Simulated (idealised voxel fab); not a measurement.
A process module follows: voxel wiring stack.
Displayed cross-section: cut, width of 270 nm, square cells sized 5 nm.
Reading order for cross-sections: top band down to bottom band. Underlying form: a grid of square cells. Band size: one or more rows of cells.
Heads up on the band format: heights come first, top then bottom, in nm. After that it's the materials left to right, each with its width in nm. A single material flagged "all across" fills the whole band edge to edge, and "air" means there's empty space there.
Height datum 0, below which the as-received substrate wafer is one material. Lowest band open at the bottom, running downward: "from 0 down".
The width entry "30->40" should be interpreted row by row: the top row of cells in the band takes the first number, the bottom row takes the second number, and the change between adjacent rows is uniform throughout.
Step note "no alteration" = no cross-section cell changed.
Listed in "Completely sealed voids": every empty space of 8 or more cells without an open way to the top. Form: width x height at distance, the distance being from the left edge, all in nm.
That trailing text on a step's line, after the settings, is the simulator's own remark on the step.
"overlay nm" denotes, for a step that has a mask, the displacement of the mask to the right of its planned place, with negative values corresponding to the left.

**Set out below are the planned steps of the process**
1 RECEIVE (material Si)
2 CONFORMAL_DEP (material SiO2; thk nm 15)
3 DIRECTIONAL_DEP (material TiN; thk nm 5)
4 DIRECTIONAL_DEP (material Ru; thk nm 20)
5 MASKED_ETCH (tone cover; mask id METAL_1; width nm 25; pitch nm 45; etch materials Ru; depth nm 20; overlay nm 0)
6 MASKED_ETCH (tone cover; mask id METAL_1; width nm 25; pitch nm 45; etch materials TiN; depth nm 5; overlay nm 0)
7 CONFORMAL_DEP (material SiCN; thk nm 5)
8 FILL_DEP (material SiO2; thk nm 10)
9 CMP (height nm 40)
10 CONFORMAL_DEP (material SiCN; thk nm 5)
11 DIRECTIONAL_DEP (material lowk; thk nm 30)
12 DIRECTIONAL_DEP (material aC; thk nm 10)
13 PATTERN (tone open; mask id METAL_2_HOLES; material resist; width nm 15; pitch nm 45; thk nm 25; overlay nm 0)
14 DIRECTIONAL_ETCH (etch materials aC; depth nm 10)
15 STRIP (etch materials resist)
16 DIRECTIONAL_ETCH (etch materials lowk; depth nm 30)
17 STRIP (etch materials aC)
18 MASKED_ETCH (tone open; mask id METAL_2; width nm 25; pitch nm 45; etch materials lowk; depth nm 15; overlay nm 0)
19 MASKED_ETCH (tone open; mask id METAL_2; width nm 25; pitch nm 45; etch materials SiCN; depth nm 5; overlay nm 0)
20 CONFORMAL_DEP (material TiN; thk nm 5)
21 FILL_DEP (material Ru; thk nm 10)
22 CMP (height nm 75)
23 CONFORMAL_DEP (material SiCN; thk nm 5)
24 DIRECTIONAL_DEP (material lowk; thk nm 10)
25 PATTERN (tone open; mask id PLUG_2; material resist; width nm 15; pitch nm 45; thk nm 20; overlay nm 0)
26 DIRECTIONAL_ETCH (etch materials lowk; depth nm 10)
27 DIRECTIONAL_ETCH (etch materials SiCN; depth nm 5)
28 STRIP (etch materials resist)
29 EPI (material Ru; thk nm 10)
30 EPI (material Ru; thk nm 5)
31 DIRECTIONAL_DEP (material TiN; thk nm 5)
32 DIRECTIONAL_DEP (material W; thk nm 25)
33 MASKED_ETCH (tone cover; mask id METAL_3; width nm 25; pitch nm 45; etch materials W; depth nm 25; overlay nm 0)
34 MASKED_ETCH (tone cover; mask id METAL_3; width nm 25; pitch nm 45; etch materials TiN; depth nm 5; overlay nm 0)
35 FILL_DEP (material lowk; thk nm 10)
36 CMP (height nm 120)
37 CONFORMAL_DEP (material SiCN; thk nm 5)

**The first of two wafers, run as planned**

**Cross-section: wafer on arrival = after step 1**
  from 0 down  Si all across
  Completely sealed voids: none

**Upon completion of step 2, the wafer appears in cross-section as shown**
  from 15 to 0  SiO2 all across
  Whatever lies below 0 is exactly as it was before.

**Upon completion of step 3, the wafer appears in cross-section as shown**
  from 20 to 15  TiN all across
  Whatever lies below 15 is exactly as it was before.

**Upon completion of step 4, the wafer appears in cross-section as shown**
  from 40 to 20  Ru all across
  Whatever lies below 20 is exactly as it was before.

**Upon completion of step 5, the wafer appears in cross-section as shown**
  from 40 to 20  75 nm air | 25 nm Ru | 20 nm air | 25 nm Ru | 20 nm air | 25 nm Ru | 80 nm air
  Whatever lies below 20 is exactly as it was before.

**Upon completion of step 6, the wafer appears in cross-section as shown**
  from 40 to 20  75 nm air | 25 nm Ru | 20 nm air | 25 nm Ru | 20 nm air | 25 nm Ru | 80 nm air
  from 20 to 15  75 nm air | 25 nm TiN | 20 nm air | 25 nm TiN | 20 nm air | 25 nm TiN | 80 nm air
  Whatever lies below 15 is exactly as it was before.

**Upon completion of step 7, the wafer appears in cross-section as shown**
  from 45 to 40  70 nm air | 35 nm SiCN | 10 nm air | 35 nm SiCN | 10 nm air | 35 nm SiCN | 75 nm air
  from 40 to 20  70 nm air | 5 nm SiCN | 25 nm Ru | 5 nm SiCN | 10 nm air | 5 nm SiCN | 25 nm Ru | 5 nm SiCN | 10 nm air | 5 nm SiCN | 25 nm Ru | 5 nm SiCN | 75 nm air
  from 20 to 15  75 nm SiCN | 25 nm TiN | 20 nm SiCN | 25 nm TiN | 20 nm SiCN | 25 nm TiN | 80 nm SiCN
  Whatever lies below 15 is exactly as it was before.

**Upon completion of step 8, the wafer appears in cross-section as shown**
  from 55 to 45  SiO2 all across
  from 45 to 40  70 nm SiO2 | 35 nm SiCN | 10 nm SiO2 | 35 nm SiCN | 10 nm SiO2 | 35 nm SiCN | 75 nm SiO2
  from 40 to 20  70 nm SiO2 | 5 nm SiCN | 25 nm Ru | 5 nm SiCN | 10 nm SiO2 | 5 nm SiCN | 25 nm Ru | 5 nm SiCN | 10 nm SiO2 | 5 nm SiCN | 25 nm Ru | 5 nm SiCN | 75 nm SiO2
  Whatever lies below 20 is exactly as it was before.

**Upon completion of step 9, the wafer appears in cross-section as shown**
  from 40 to 20  70 nm SiO2 | 5 nm SiCN | 25 nm Ru | 5 nm SiCN | 10 nm SiO2 | 5 nm SiCN | 25 nm Ru | 5 nm SiCN | 10 nm SiO2 | 5 nm SiCN | 25 nm Ru | 5 nm SiCN | 75 nm SiO2
  Whatever lies below 20 is exactly as it was before.

**Upon completion of step 10, the wafer appears in cross-section as shown**
  from 45 to 40  SiCN all across
  Whatever lies below 40 is exactly as it was before.

**Upon completion of step 11, the wafer appears in cross-section as shown**
  from 75 to 45  lowk all across
  Whatever lies below 45 is exactly as it was before.

**Upon completion of step 12, the wafer appears in cross-section as shown**
  from 85 to 75  aC all across
  Whatever lies below 75 is exactly as it was before.

**Upon completion of step 13, the wafer appears in cross-section as shown**
  from 110 to 85  75 nm resist | 15 nm air | 30 nm resist | 15 nm air | 30 nm resist | 15 nm air | 90 nm resist
  Whatever lies below 85 is exactly as it was before.

**Upon completion of step 14, the wafer appears in cross-section as shown**
  from 100 to 85  75 nm resist | 15 nm air | 30 nm resist | 15 nm air | 30 nm resist | 15 nm air | 90 nm resist
  from 85 to 75  75 nm aC | 15 nm air | 30 nm aC | 15 nm air | 30 nm aC | 15 nm air | 90 nm aC
  Whatever lies below 75 is exactly as it was before.

**Upon completion of step 15, the wafer appears in cross-section as shown**
  from 85 to 75  75 nm aC | 15 nm air | 30 nm aC | 15 nm air | 30 nm aC | 15 nm air | 90 nm aC
  Whatever lies below 75 is exactly as it was before.

**Upon completion of step 16, the wafer appears in cross-section as shown**
  from 85 to 75  75 nm aC | 15 nm air | 30 nm aC | 15 nm air | 30 nm aC | 15 nm air | 90 nm aC
  from 75 to 45  75 nm lowk | 15 nm air | 30 nm lowk | 15 nm air | 30 nm lowk | 15 nm air | 90 nm lowk
  Whatever lies below 45 is exactly as it was before.

**Upon completion of step 17, the wafer appears in cross-section as shown**
  from 75 to 45  75 nm lowk | 15 nm air | 30 nm lowk | 15 nm air | 30 nm lowk | 15 nm air | 90 nm lowk
  Whatever lies below 45 is exactly as it was before.

**Upon completion of step 18, the wafer appears in cross-section as shown**
  from 75 to 60  75 nm lowk | 25 nm air | 20 nm lowk | 25 nm air | 20 nm lowk | 25 nm air | 80 nm lowk
  Whatever lies below 60 is exactly as it was before.

**Upon completion of step 19, the wafer appears in cross-section as shown**
  from 75 to 60  75 nm lowk | 25 nm air | 20 nm lowk | 25 nm air | 20 nm lowk | 25 nm air | 80 nm lowk
  from 60 to 45  75 nm lowk | 15 nm air | 30 nm lowk | 15 nm air | 30 nm lowk | 15 nm air | 90 nm lowk
  from 45 to 40  75 nm SiCN | 15 nm air | 30 nm SiCN | 15 nm air | 30 nm SiCN | 15 nm air | 90 nm SiCN
  Whatever lies below 40 is exactly as it was before.

**Upon completion of step 20, the wafer appears in cross-section as shown**
  from 80 to 75  80 nm TiN | 15 nm air | 30 nm TiN | 15 nm air | 30 nm TiN | 15 nm air | 85 nm TiN
  from 75 to 65  75 nm lowk | 5 nm TiN | 15 nm air | 5 nm TiN | 20 nm lowk | 5 nm TiN | 15 nm air | 5 nm TiN | 20 nm lowk | 5 nm TiN | 15 nm air | 5 nm TiN | 80 nm lowk
  from 65 to 60  75 nm lowk | 5 nm TiN | 5 nm air | 15 nm TiN | 20 nm lowk | 5 nm TiN | 5 nm air | 15 nm TiN | 20 nm lowk | 5 nm TiN | 5 nm air | 15 nm TiN | 80 nm lowk
  from 60 to 45  75 nm lowk | 5 nm TiN | 5 nm air | 5 nm TiN | 30 nm lowk | 5 nm TiN | 5 nm air | 5 nm TiN | 30 nm lowk | 5 nm TiN | 5 nm air | 5 nm TiN | 90 nm lowk
  from 45 to 40  75 nm SiCN | 15 nm TiN | 30 nm SiCN | 15 nm TiN | 30 nm SiCN | 15 nm TiN | 90 nm SiCN
  Whatever lies below 40 is exactly as it was before.

**Upon completion of step 21, the wafer appears in cross-section as shown**
  from 90 to 80  Ru all across
  from 80 to 75  80 nm TiN | 15 nm Ru | 30 nm TiN | 15 nm Ru | 30 nm TiN | 15 nm Ru | 85 nm TiN
  from 75 to 65  75 nm lowk | 5 nm TiN | 15 nm Ru | 5 nm TiN | 20 nm lowk | 5 nm TiN | 15 nm Ru | 5 nm TiN | 20 nm lowk | 5 nm TiN | 15 nm Ru | 5 nm TiN | 80 nm lowk
  from 65 to 60  75 nm lowk | 5 nm TiN | 5 nm Ru | 15 nm TiN | 20 nm lowk | 5 nm TiN | 5 nm Ru | 15 nm TiN | 20 nm lowk | 5 nm TiN | 5 nm Ru | 15 nm TiN | 80 nm lowk
  from 60 to 45  75 nm lowk | 5 nm TiN | 5 nm Ru | 5 nm TiN | 30 nm lowk | 5 nm TiN | 5 nm Ru | 5 nm TiN | 30 nm lowk | 5 nm TiN | 5 nm Ru | 5 nm TiN | 90 nm lowk
  Whatever lies below 45 is exactly as it was before.

**Upon completion of step 22, the wafer appears in cross-section as shown**
  from 75 to 65  75 nm lowk | 5 nm TiN | 15 nm Ru | 5 nm TiN | 20 nm lowk | 5 nm TiN | 15 nm Ru | 5 nm TiN | 20 nm lowk | 5 nm TiN | 15 nm Ru | 5 nm TiN | 80 nm lowk
  Whatever lies below 65 is exactly as it was before.

**Upon completion of step 23, the wafer appears in cross-section as shown**
  from 80 to 75  SiCN all across
  Whatever lies below 75 is exactly as it was before.

**Upon completion of step 24, the wafer appears in cross-section as shown**
  from 90 to 80  lowk all across
  Whatever lies below 80 is exactly as it was before.

**Upon completion of step 25, the wafer appears in cross-section as shown**
  from 110 to 90  75 nm resist | 15 nm air | 30 nm resist | 15 nm air | 30 nm resist | 15 nm air | 90 nm resist
  Whatever lies below 90 is exactly as it was before.

**Upon completion of step 26, the wafer appears in cross-section as shown**
  from 110 to 90  75 nm resist | 15 nm air | 30 nm resist | 15 nm air | 30 nm resist | 15 nm air | 90 nm resist
  from 90 to 80  75 nm lowk | 15 nm air | 30 nm lowk | 15 nm air | 30 nm lowk | 15 nm air | 90 nm lowk
  Whatever lies below 80 is exactly as it was before.

**Upon completion of step 27, the wafer appears in cross-section as shown**
  from 110 to 90  75 nm resist | 15 nm air | 30 nm resist | 15 nm air | 30 nm resist | 15 nm air | 90 nm resist
  from 90 to 80  75 nm lowk | 15 nm air | 30 nm lowk | 15 nm air | 30 nm lowk | 15 nm air | 90 nm lowk
  from 80 to 75  75 nm SiCN | 15 nm air | 30 nm SiCN | 15 nm air | 30 nm SiCN | 15 nm air | 90 nm SiCN
  Whatever lies below 75 is exactly as it was before.

**Upon completion of step 28, the wafer appears in cross-section as shown**
  from 90 to 80  75 nm lowk | 15 nm air | 30 nm lowk | 15 nm air | 30 nm lowk | 15 nm air | 90 nm lowk
  Whatever lies below 80 is exactly as it was before.

**Upon completion of step 29, the wafer appears in cross-section as shown**
  from 90 to 85  75 nm lowk | 15 nm air | 30 nm lowk | 15 nm air | 30 nm lowk | 15 nm air | 90 nm lowk
  from 85 to 80  75 nm lowk | 15 nm Ru | 30 nm lowk | 15 nm Ru | 30 nm lowk | 15 nm Ru | 90 nm lowk
  from 80 to 75  75 nm SiCN | 15 nm Ru | 30 nm SiCN | 15 nm Ru | 30 nm SiCN | 15 nm Ru | 90 nm SiCN
  Whatever lies below 75 is exactly as it was before.

**Upon completion of step 30, the wafer appears in cross-section as shown**
  from 90 to 80  75 nm lowk | 15 nm Ru | 30 nm lowk | 15 nm Ru | 30 nm lowk | 15 nm Ru | 90 nm lowk
  Whatever lies below 80 is exactly as it was before.

**Upon completion of step 31, the wafer appears in cross-section as shown**
  from 95 to 90  TiN all across
  Whatever lies below 90 is exactly as it was before.

**Upon completion of step 32, the wafer appears in cross-section as shown**
  from 120 to 95  W all across
  Whatever lies below 95 is exactly as it was before.

**Upon completion of step 33, the wafer appears in cross-section as shown**
  from 120 to 95  75 nm air | 25 nm W | 20 nm air | 25 nm W | 20 nm air | 25 nm W | 80 nm air
  Whatever lies below 95 is exactly as it was before.

**Upon completion of step 34, the wafer appears in cross-section as shown**
  from 120 to 95  75 nm air | 25 nm W | 20 nm air | 25 nm W | 20 nm air | 25 nm W | 80 nm air
  from 95 to 90  75 nm air | 25 nm TiN | 20 nm air | 25 nm TiN | 20 nm air | 25 nm TiN | 80 nm air
  Whatever lies below 90 is exactly as it was before.

**Upon completion of step 35, the wafer appears in cross-section as shown**
  from 130 to 120  lowk all across
  from 120 to 95  75 nm lowk | 25 nm W | 20 nm lowk | 25 nm W | 20 nm lowk | 25 nm W | 80 nm lowk
  from 95 to 90  75 nm lowk | 25 nm TiN | 20 nm lowk | 25 nm TiN | 20 nm lowk | 25 nm TiN | 80 nm lowk
  Whatever lies below 90 is exactly as it was before.

**Upon completion of step 36, the wafer appears in cross-section as shown**
  from 120 to 95  75 nm lowk | 25 nm W | 20 nm lowk | 25 nm W | 20 nm lowk | 25 nm W | 80 nm lowk
  Whatever lies below 95 is exactly as it was before.

**Upon completion of step 37, the wafer appears in cross-section as shown**
  from 125 to 120  SiCN all across
  Whatever lies below 120 is exactly as it was before.

**Second wafer. Start and plan as for the first. One mistake made in running. Agrees with the first up to and including step 35**

**Planned end of step 36: second wafer, cross-section**
  from 115 to 95  75 nm lowk | 25 nm W | 20 nm lowk | 25 nm W | 20 nm lowk | 25 nm W | 80 nm lowk
  Whatever lies below 95 is exactly as it was before.

**Planned end of step 37: second wafer, cross-section**
  from 120 to 115  SiCN all across
  Whatever lies below 115 is exactly as it was before.
What broke from the plan during processing? step 36 ran as: CMP (height nm 115)
Materials where the second wafer ends with more or fewer cells than the first: -15 W; -39 lowk
